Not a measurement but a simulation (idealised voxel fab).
A process module follows: voxel gate over fins.
It is cross-section cut that appears here, measuring 160 nm in width, its square cells being 5 nm in size.
Throughout this document, each cross-section is represented as a grid of square cells and is presented as a sequence of bands enumerated from the top downward, where a band comprises one or more rows of cells.
Each band's line starts with the height of the band's top and of its bottom, in nm. Then come its materials from left to right, each with its width in nm. One material with "throughout" fills the band from edge to edge. "empty" is empty space.
Convention: height 0 is the level below which the wafer, as received, is all one material. The lowest band does not terminate at the bottom but continues downward, represented as "top 0, no bottom".
Width spec "30->40" -> top row of cells at first value, bottom row at second value, equal per-row change in between.
Key: "left unchanged" - step with no changed cell in the cross-section.
Listed in "Voids, sealed": every empty space of 8 or more cells without an open way to the top. Form: width x height at distance, the distance being from the left edge, all in nm.
Heads up: the bit after the settings on a step's line is the simulator's remark on that step.
Steps that use a mask can have "overlay nm" on their line. It says how far the mask sat to the right of where it was meant to be. Negative means to the left.

### These are the steps we planned for the process
step 1: RECEIVE with material Si
step 2: CONFORMAL_DEP with material SiN, thk nm 5
step 3: MASKED_ETCH with tone cover, mask id FINS, width nm 15, pitch nm 40, etch materials SiN, depth nm 5, overlay nm -15
step 4: MASKED_ETCH with tone cover, mask id FINS, width nm 15, pitch nm 40, etch materials Si, depth nm 30, overlay nm 0
step 5: OXIDIZE with depth nm 5
step 6: FILL_DEP with material SiO2, thk nm 15
step 7: CMP with height nm 5
step 8: SELECTIVE_ETCH with etch materials SiO2, depth nm 15
step 9: STRIP with etch materials SiN
step 10: CONFORMAL_DEP with material HfO2, thk nm 5
step 11: CONFORMAL_DEP with material TiN, thk nm 5
step 12: FILL_DEP with material W, thk nm 10
step 13: CMP with height nm 15
step 14: CONFORMAL_DEP with material SiCN, thk nm 10
Same starting wafers, different overlay nm at step 3. Plan value belongs to the first wafer.

### Cross-section: the first of several wafers in its as-received state, i.e. following step 1
- top 0, no bottom = Si throughout
- Voids, sealed: none

### wafer rows; end of module; cells per material since receipt: (+) gained, (-) lost; then closed voids
overlay nm -15 | +40 HfO2 | -174 Si | +64 SiCN | +120 SiO2 | +40 TiN | +70 W | Voids, sealed: none
overlay nm -10 | +40 HfO2 | -186 Si | +64 SiCN | +130 SiO2 | +40 TiN | +72 W | Voids, sealed: none
overlay nm -5 | +40 HfO2 | -198 Si | +64 SiCN | +140 SiO2 | +40 TiN | +74 W | Voids, sealed: none
overlay nm 0 | +40 HfO2 | -210 Si | +64 SiCN | +150 SiO2 | +40 TiN | +76 W | Voids, sealed: none
overlay nm 5 | +40 HfO2 | -198 Si | +64 SiCN | +140 SiO2 | +40 TiN | +74 W | Voids, sealed: none
overlay nm 10 | +40 HfO2 | -186 Si | +64 SiCN | +130 SiO2 | +40 TiN | +72 W | Voids, sealed: none
overlay nm 15 | +40 HfO2 | -174 Si | +64 SiCN | +120 SiO2 | +40 TiN | +70 W | Voids, sealed: none
